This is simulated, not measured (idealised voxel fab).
process module | voxel ribs on slabs
cross-section cut | 175 nm wide | cells 5 nm
A cross-section is a grid of square cells, given in bands from the top down. A band is one or more rows of cells.
Each band's line starts with the height of the band's top and of its bottom, in nm. Then come its materials from left to right, each with its width in nm. One material with "throughout" fills the band from edge to edge. "air" is empty space.
Height 0 is the level under which the wafer as received is all one material. The lowest band goes on downwards, as in "0 down".
A width such as "30 to 40" changes by the same amount from each row of cells to the next, from the band's top row to its bottom row.
"no change" after a step means that no cell of the cross-section changed.
closed voids: empty space of 8 cells or more with no open way to the top, each as width x height at its distance from the left edge, in nm
after a step's settings: what the simulator itself notes on the step
overlay nm, on a step with a mask: how far to the right of its planned place the mask lay; to the left if negative
plan
1 op RECEIVE | material Si
2 op DIRECTIONAL_DEP | material SiO2 | thk nm 30
3 op DIRECTIONAL_DEP | material SiN | thk nm 15
4 op DIRECTIONAL_DEP | material aC | thk nm 15
5 op PATTERN | tone cover | mask id RIB | material resist | width nm 15 | thk nm 35 | overlay nm 0
6 op DIRECTIONAL_ETCH | etch materials aC | depth nm 15
7 op STRIP | etch materials resist
8 op DIRECTIONAL_ETCH | etch materials SiN | depth nm 5
9 op STRIP | etch materials aC
10 op DIRECTIONAL_DEP | material aC | thk nm 15
11 op PATTERN | tone cover | mask id SLAB | material resist | width nm 45 | thk nm 35 | overlay nm 0
12 op DIRECTIONAL_ETCH | etch materials aC | depth nm 15
13 op STRIP | etch materials resist
14 op DIRECTIONAL_ETCH | etch materials SiN | depth nm 10
15 op STRIP | etch materials aC
16 op FILL_DEP | material SiO2 | thk nm 20
17 op CMP | height nm 55
18 op DIRECTIONAL_DEP | material W | thk nm 10
19 op DIRECTIONAL_DEP | material aC | thk nm 10
20 op PATTERN | tone cover | mask id HEATER | material resist | width nm 25 | thk nm 30 | overlay nm 0
21 op DIRECTIONAL_ETCH | etch materials aC | depth nm 10
22 op STRIP | etch materials resist
23 op DIRECTIONAL_ETCH | etch materials W | depth nm 10
24 op STRIP | etch materials aC
25 op CONFORMAL_DEP | material SiN | thk nm 10
as received, after step 1
  0 down: Si throughout
  closed voids: none
a wafer at the end: this start, this plan, one mistake
  75 to 65: air 65 | SiN 45 | air 65
  65 to 55: SiN 75 | W 25 | SiN 75
  55 to 15: SiO2 throughout
  15 to 0: SiN throughout
  0 down: Si throughout
  closed voids: none
what went wrong: steps 2 and 3 were swapped
